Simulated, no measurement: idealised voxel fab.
process module | voxel capacitor over wiring
cross-section cut | 215 nm wide | cells 5 nm
A cross-section is a grid of square cells, given in bands from the top down. A band is one or more rows of cells.
Each band's line starts with the height of the band's top and of its bottom, in nm. Then come its materials from left to right, each with its width in nm. One material with "throughout" fills the band from edge to edge. "air" is empty space.
Height 0 is the level under which the wafer as received is all one material. The lowest band goes on downwards, as in "0 down".
A width such as "30 to 40" changes by the same amount from each row of cells to the next, from the band's top row to its bottom row.
"no change" after a step means that no cell of the cross-section changed.
closed voids: empty space of 8 cells or more with no open way to the top, each as width x height at its distance from the left edge, in nm
after a step's settings: what the simulator itself notes on the step
overlay nm, on a step with a mask: how far to the right of its planned place the mask lay; to the left if negative
plan
1 op RECEIVE | material Si
2 op CONFORMAL_DEP | material SiO2 | thk nm 15
3 op CONFORMAL_DEP | material SiN | thk nm 5
4 op DIRECTIONAL_DEP | material SiO2 | thk nm 25
5 op PATTERN | tone open | mask id METAL_1 | material resist | width nm 25 | pitch nm 80 | thk nm 15 | overlay nm 0
6 op DIRECTIONAL_ETCH | etch materials SiO2 | depth nm 25
7 op DIRECTIONAL_ETCH | etch materials SiN | depth nm 5
8 op STRIP | etch materials resist
9 op CONFORMAL_DEP | material TiN | thk nm 5
10 op FILL_DEP | material W | thk nm 10
11 op CMP | height nm 45
12 op EPI | material Ru | thk nm 5
13 op FILL_DEP | material SiCN | thk nm 5
14 op DIRECTIONAL_DEP | material lowk | thk nm 15
15 op PATTERN | tone open | mask id PLUG_1 | material resist | width nm 15 | thk nm 15 | overlay nm 0
16 op DIRECTIONAL_ETCH | etch materials lowk | depth nm 15
17 op DIRECTIONAL_ETCH | etch materials SiCN | depth nm 5
18 op STRIP | etch materials resist
19 op EPI | material Ru | thk nm 10
20 op EPI | material Ru | thk nm 10
21 op DIRECTIONAL_DEP | material TiN | thk nm 5
22 op DIRECTIONAL_DEP | material HfO2 | thk nm 5
23 op DIRECTIONAL_DEP | material TiN | thk nm 5
24 op PATTERN | tone cover | mask id UPPER_PLATE | material resist | width nm 60 | thk nm 20 | overlay nm 0
25 op DIRECTIONAL_ETCH | etch materials TiN | depth nm 5
26 op DIRECTIONAL_ETCH | etch materials HfO2 | depth nm 5
27 op STRIP | etch materials resist
28 op PATTERN | tone cover | mask id LOWER_PLATE | material resist | width nm 70 | thk nm 20 | overlay nm 0
29 op DIRECTIONAL_ETCH | etch materials TiN | depth nm 5
30 op STRIP | etch materials resist
31 op FILL_DEP | material SiO2 | thk nm 20
32 op CMP | height nm 100
33 op MASKED_ETCH | tone open | mask id PLUG_2 | width nm 15 | etch materials SiO2 | depth nm 15 | overlay nm 0
34 op CONFORMAL_DEP | material TiN | thk nm 5
35 op FILL_DEP | material Ru | thk nm 10
36 op CMP | height nm 100
37 op CONFORMAL_DEP | material SiCN | thk nm 5
as received, after step 1
  0 down: Si throughout
  closed voids: none
first wafer at the end, as planned
  105 to 100: SiCN throughout
  100 to 90: SiO2 75 | TiN 5 | Ru 5 | TiN 5 | SiO2 125
  90 to 80: SiO2 75 to 65 | TiN 15 to 60 | SiO2 125 to 90
  80 to 75: SiO2 65 | HfO2 60 | SiO2 90
  75 to 70: SiO2 60 | TiN 70 | SiO2 85
  70 to 55: lowk 65 | Ru 15 | lowk 135
  55 to 50: SiCN 65 | Ru 15 | SiCN 135
  50 to 45: SiCN 50 | Ru 35 | SiCN 45 | Ru 35 | SiCN 50
  45 to 20: SiO2 55 | TiN 5 | W 15 | TiN 5 | SiO2 55 | TiN 5 | W 15 | TiN 5 | SiO2 55
  20 to 15: SiN 55 | TiN 25 | SiN 55 | TiN 25 | SiN 55
  15 to 0: SiO2 throughout
  0 down: Si throughout
  closed voids: none
second wafer at the end: like start, like plan, one mistake
  105 to 100: SiCN throughout
  100 to 90: SiO2 80 | TiN 5 | Ru 5 | TiN 5 | SiO2 120
  90 to 80: SiO2 80 to 65 | TiN 15 to 60 | SiO2 120 to 90
  80 to 75: SiO2 65 | HfO2 60 | SiO2 90
  75 to 70: SiO2 60 | TiN 70 | SiO2 85
  70 to 55: lowk 65 | Ru 15 | lowk 135
  55 to 50: SiCN 65 | Ru 15 | SiCN 135
  50 to 45: SiCN 50 | Ru 35 | SiCN 45 | Ru 35 | SiCN 50
  45 to 20: SiO2 55 | TiN 5 | W 15 | TiN 5 | SiO2 55 | TiN 5 | W 15 | TiN 5 | SiO2 55
  20 to 15: SiN 55 | TiN 25 | SiN 55 | TiN 25 | SiN 55
  15 to 0: SiO2 throughout
  0 down: Si throughout
  closed voids: none
what went wrong: step 33 ran as: op MASKED_ETCH | tone open | mask id PLUG_2 | width nm 15 | etch materials SiO2 | depth nm 15 | overlay nm 5
at the end the second wafer has, in cells: as many of each material as the first, in other places
